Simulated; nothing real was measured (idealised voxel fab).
This section sets out a process module, namely voxel transistor to metal.
FYI the section here is cut, 190 nm wide, cells are 5 nm squares.
If you're reading a cross-section in this doc, picture square cells in a grid; it comes to you as bands, top ones listed first down to the bottom, and a band can be one or more rows of cells.
Top, bottom (nm), then materials left to right with widths (nm); lone material tagged "edge to edge" fills the whole band edge to edge; "blank" = empty space.
Heights are reckoned from 0. Under this level, the received wafer is all of one material. The bottommost band is open-ended downward, for example "top 0, no bottom".
You'd read "30 to 40" like this: the band's top row of cells is as wide as the first number, its bottom row is as wide as the second, and going down, every row changes width by the same amount as the row before did.
"everything unchanged" after a step means that no cell of the cross-section changed.
Any empty space of 8 cells or more lacking an open way to the top shows up in "Fully sealed cavities" as width x height at distance, distance from the left edge, in nm.
That trailing text on a step's line, after the settings, is the simulator's own remark on the step.
overlay nm, on a step with a mask: how far to the right of its planned place the mask lay; to the left if negative
## Planned step list for the process
1. RECEIVE with material Si
2. CONFORMAL_DEP with material SiO2, thk nm 5
3. CONFORMAL_DEP with material SiN, thk nm 15
4. MASKED_ETCH with tone cover, mask id ACTIVE, width nm 115, etch materials SiN, depth nm 15, overlay nm 0
5. MASKED_ETCH with tone cover, mask id ACTIVE, width nm 115, etch materials SiO2, depth nm 5, overlay nm 0
6. MASKED_ETCH with tone cover, mask id ACTIVE, width nm 115, etch materials Si, depth nm 20, overlay nm 0
7. FILL_DEP with material SiO2, thk nm 5
8. CMP with height nm 20
9. SELECTIVE_ETCH with etch materials SiO2, depth nm 10
10. STRIP with etch materials SiN
11. SELECTIVE_ETCH with etch materials SiO2, depth nm 5
12. OXIDIZE with depth nm 5
13. DIRECTIONAL_DEP with material polySi, thk nm 30
14. DIRECTIONAL_DEP with material SiCN, thk nm 15
15. DIRECTIONAL_DEP with material aC, thk nm 10
16. PATTERN with tone cover, mask id GATE, material resist, width nm 25, thk nm 25, overlay nm 0
17. DIRECTIONAL_ETCH with etch materials aC, depth nm 10
18. STRIP with etch materials resist
19. DIRECTIONAL_ETCH with etch materials SiCN, depth nm 25
20. DIRECTIONAL_ETCH with etch materials polySi, depth nm 40
21. STRIP with etch materials aC
22. CONFORMAL_DEP with material SiN, thk nm 5
23. DIRECTIONAL_ETCH with etch materials SiN, depth nm 5
24. DIRECTIONAL_ETCH with etch materials SiO2, depth nm 5
25. DIRECTIONAL_ETCH with etch materials Si, depth nm 5
26. EPI with material nSi, thk nm 5
27. FILL_DEP with material SiO2, thk nm 5
28. CMP with height nm 30
29. STRIP with etch materials polySi
30. SELECTIVE_ETCH with etch materials SiO2, depth nm 5
31. CONFORMAL_DEP with material HfO2, thk nm 5
32. CONFORMAL_DEP with material TiN, thk nm 5
33. FILL_DEP with material W, thk nm 5
34. CMP with height nm 25
35. DIRECTIONAL_DEP with material SiO2, thk nm 10
36. DIRECTIONAL_DEP with material aC, thk nm 15
37. PATTERN with tone open, mask id CONTACT, material resist, width nm 20, pitch nm 85, thk nm 35, overlay nm 0
38. DIRECTIONAL_ETCH with etch materials aC, depth nm 15
39. STRIP with etch materials resist
40. DIRECTIONAL_ETCH with etch materials SiO2, depth nm 40
41. STRIP with etch materials aC
42. CONFORMAL_DEP with material TiN, thk nm 5
43. FILL_DEP with material W, thk nm 5
44. CMP with height nm 35
45. DIRECTIONAL_DEP with material TiN, thk nm 5
46. DIRECTIONAL_DEP with material Ru, thk nm 25
47. PATTERN with tone cover, mask id METAL_1, material resist, width nm 20, pitch nm 85, thk nm 20, overlay nm 0
48. DIRECTIONAL_ETCH with etch materials Ru, depth nm 25
49. DIRECTIONAL_ETCH with etch materials TiN, depth nm 5
50. STRIP with etch materials resist
51. FILL_DEP with material lowk, thk nm 5
52. CMP with height nm 65
53. CONFORMAL_DEP with material SiCN, thk nm 5
54. DIRECTIONAL_DEP with material SiO2, thk nm 30
55. DIRECTIONAL_DEP with material aC, thk nm 15
56. PATTERN with tone open, mask id METAL_2, material resist, width nm 20, pitch nm 85, thk nm 30, overlay nm 0
57. DIRECTIONAL_ETCH with etch materials aC, depth nm 15
58. STRIP with etch materials resist
59. DIRECTIONAL_ETCH with etch materials SiO2, depth nm 15
60. STRIP with etch materials aC
61. DIRECTIONAL_DEP with material aC, thk nm 15
62. PATTERN with tone open, mask id METAL_2_HOLES, material resist, width nm 15, pitch nm 85, thk nm 35, overlay nm 0
63. DIRECTIONAL_ETCH with etch materials aC, depth nm 15
64. STRIP with etch materials resist
65. DIRECTIONAL_ETCH with etch materials SiO2, depth nm 15
66. DIRECTIONAL_ETCH with etch materials SiCN, depth nm 5
67. STRIP with etch materials aC
68. CONFORMAL_DEP with material TiN, thk nm 5
69. FILL_DEP with material Cu, thk nm 5
70. CMP with height nm 100
71. CONFORMAL_DEP with material SiCN, thk nm 5
## Incoming wafer, cross-sectional view, post step 1
  top 0, no bottom: Si edge to edge
  Fully sealed cavities: none
## Final cross-section, module run with one mistake (start and plan as above)
  top 105, bottom 100: SiCN edge to edge
  top 100, bottom 90: SiO2 40 | TiN 5 | Cu 10 | TiN 5 | SiO2 65 | TiN 5 | Cu 10 | TiN 5 | SiO2 45
  top 90, bottom 85: SiO2 40 | TiN 5 | Cu 5 | TiN 10 | SiO2 65 | TiN 5 | Cu 5 | TiN 10 | SiO2 45
  top 85, bottom 70: SiO2 40 | TiN 5 | Cu 5 | TiN 5 | SiO2 70 | TiN 5 | Cu 5 | TiN 5 | SiO2 50
  top 70, bottom 65: SiCN 40 | TiN 15 | SiCN 70 | TiN 15 | SiCN 50
  top 65, bottom 40: lowk 30 | Ru 20 | lowk 65 | Ru 20 | lowk 55
  top 40, bottom 35: lowk 30 | TiN 20 | lowk 65 | TiN 20 | lowk 55
  top 35, bottom 25: SiO2 40 | TiN 5 | W 10 | TiN 5 | SiO2 65 | TiN 5 | W 10 | TiN 5 | SiO2 45
  top 25, bottom 5: SiO2 40 | TiN 5 | W 10 | TiN 5 | SiO2 15 | SiN 5 | HfO2 5 | TiN 5 | W 5 | TiN 5 | HfO2 5 | SiN 5 | SiO2 15 | TiN 5 | W 10 | TiN 5 | SiO2 45
  top 5, bottom 0: SiO2 30 | SiN 5 | SiO2 5 | TiN 5 | W 10 | TiN 5 | SiO2 15 | SiN 5 | HfO2 5 | TiN 15 | HfO2 5 | SiN 5 | SiO2 15 | TiN 5 | W 10 | TiN 5 | SiO2 5 | SiN 5 | SiO2 35
  top 0, bottom -5: SiO2 40 | TiN 20 | SiO2 10 | nSi 5 | HfO2 35 | nSi 5 | SiO2 10 | TiN 20 | SiO2 45
  top -5, bottom -10: SiO2 35 | nSi 40 | Si 35 | nSi 40 | SiO2 40
  top -10, bottom -20: SiO2 35 | Si 115 | SiO2 40
  top -20, no bottom: Si edge to edge
  Fully sealed cavities: none
Against the plan, the run slipped here: step 47: run off-plan, actual operation and settings PATTERN with tone cover, mask id METAL_1, material resist, width nm 20, pitch nm 85, thk nm 20, overlay nm -10
